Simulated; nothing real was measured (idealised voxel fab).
Process module under the name voxel spacer lines
Square cell edge 5 nm, section width 225 nm, ID cut.
How to read a cross-section here: the picture is a grid of square cells, written as bands going from the top down, and any band can span one or more rows of cells.
The band entry comprises the height of the band's top followed by the height of its bottom, expressed in nm, and subsequently the band's materials from left to right, each stated together with its width in nm. Where a single material is marked with the word "full width", that material fills the band from edge to edge. The word "air" represents empty space.
Height 0 is the level under which the wafer as received is all one material. The lowest band goes on downwards, as in "0 and below".
The expression "30 to 40" gives the width at the extremes of the band, the first number at its top row of cells and the second at its bottom row, with the width changing by equal amounts from each row to the next in between.
No cell of the cross-section changed in a step that is given as "stayed the same".
"Sealed internal cavities" means: voids of 8 cells or more that are shut off from the top with no open way through. Written width x height at distance, distance from the left edge, in nm.
Post-settings text on a step line: simulator's own remark regarding the step.
overlay nm: mask offset rightward from planned place, masked step; negative means leftward offset.
SET OUT BELOW ARE THE PLANNED STEPS OF THE PROCESS
- 1: RECEIVE (material Si)
- 2: CONFORMAL_DEP (material SiO2; thk nm 10)
- 3: DIRECTIONAL_DEP (material W; thk nm 15)
- 4: DIRECTIONAL_DEP (material aC; thk nm 25)
- 5: PATTERN (tone cover; mask id MANDREL; material resist; width nm 25; pitch nm 70; thk nm 35; overlay nm 0)
- 6: DIRECTIONAL_ETCH (etch materials aC; depth nm 25)
- 7: STRIP (etch materials resist)
- 8: CONFORMAL_DEP (material SiN; thk nm 10)
- 9: DIRECTIONAL_ETCH (etch materials SiN; depth nm 10)
- 10: STRIP (etch materials aC)
- 11: DIRECTIONAL_ETCH (etch materials W; depth nm 15)
- 12: STRIP (etch materials SiN)
HERE'S WHAT THE WAFER LOOKED LIKE IN CROSS-SECTION WHEN IT ARRIVED - THAT'S AFTER STEP 1
* 0 and below  Si full width
* Sealed internal cavities: none
FIRST OF TWO WAFERS AT THE END OF THE MODULE, SHOWN IN CROSS-SECTION; RUN CARRIED OUT AS PLANNED
* 25 down to 10  air (20), then W (10), then air (25), then W (10), then air (25), then W (10), then air (25), then W (10), then air (25), then W (10), then air (25), then W (10), then air (20)
* 10 down to 0  SiO2 full width
* 0 and below  Si full width
* Sealed internal cavities: none
WAFER TWO (OF TWO), END-OF-MODULE CROSS-SECTION: START = WAFER ONE, PLAN = WAFER ONE, ONE RUN MISTAKE
* 40 down to 25  air (20), then W (10), then air (25), then W (10), then air (25), then W (10), then air (25), then W (10), then air (25), then W (10), then air (25), then W (10), then air (20)
* 25 down to 10  W full width
* 10 down to 0  SiO2 full width
* 0 and below  Si full width
* Sealed internal cavities: none
Run error: twice, step 3 of the plan was run
End of process, cell counts, second wafer against first, materials with more or fewer: W: 135 more
